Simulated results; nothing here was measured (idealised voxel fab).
Process module in this document: voxel fin reveal
FYI the section here is cut, 195 nm wide, cells are 5 nm squares.
Cross-section = grid of square cells, listed top down in bands; band = one or more rows.
First you get the band's top height and its bottom height, in nm, and then the materials it's made of, left to right, with each width in nm. If you see a single material with "all across", that one covers the band edge to edge. "empty" is empty space.
Heights are reckoned from 0. Under this level, the received wafer is all of one material. The bottommost band is open-ended downward, for example "0 nm and below".
So if you see something like "30->40" for the width, read it as the top row of the band sitting at the first number and the bottom row at the second, with every row in between moving by the same amount as the last.
The cross-section has no changed cell in any step marked "nothing altered".
For the entry "Voids, enclosed", the listed items are empty spaces with no open way to the top whose size is 8 cells or more; each item follows the pattern width x height at distance, where distance is from the left edge and all three are in nm.
On each step's line, the part that comes after the settings is the simulator's own comment on the step.
overlay nm: right-of-plan distance of the mask on a masked step; negative values mean left-of-plan.

## Planned step list for the process
1. RECEIVE [material Si]
2. CONFORMAL_DEP [material SiN] [thk nm 10]
3. DIRECTIONAL_DEP [material aC] [thk nm 10]
4. PATTERN [tone cover] [mask id FINS] [material resist] [width nm 15] [pitch nm 40] [thk nm 30] [overlay nm -15]
5. DIRECTIONAL_ETCH [etch materials aC] [depth nm 10]
6. STRIP [etch materials resist]
7. DIRECTIONAL_ETCH [etch materials SiN] [depth nm 10]
8. DIRECTIONAL_ETCH [etch materials Si] [depth nm 40]
9. STRIP [etch materials aC]
10. OXIDIZE [depth nm 5]
11. FILL_DEP [material SiO2] [thk nm 15]
12. CMP [height nm 10]
13. SELECTIVE_ETCH [etch materials SiO2] [depth nm 40]
14. STRIP [etch materials SiN]
15. CONFORMAL_DEP [material SiO2] [thk nm 5]
Heads up: all these wafers start the same, and what changes between them is the overlay nm in step 4. The value you see in the plan is just what the first wafer got.

## Cross-section of the first of several wafers as received (after step 1)
> 0 nm and below = Si all across
> Voids, enclosed: none

## Table: wafers, a row each; end-of-module cell change per material since receipt, gain (+), loss (-); then closed voids
overlay nm -15, -333 Si, +174 SiO2, Voids, enclosed: none
overlay nm -10, -333 Si, +174 SiO2, Voids, enclosed: none
overlay nm -5, -333 Si, +174 SiO2, Voids, enclosed: none
overlay nm 0, -333 Si, +174 SiO2, Voids, enclosed: none
overlay nm 5, -333 Si, +174 SiO2, Voids, enclosed: none
overlay nm 10, -333 Si, +174 SiO2, Voids, enclosed: none
overlay nm 15, -333 Si, +174 SiO2, Voids, enclosed: none
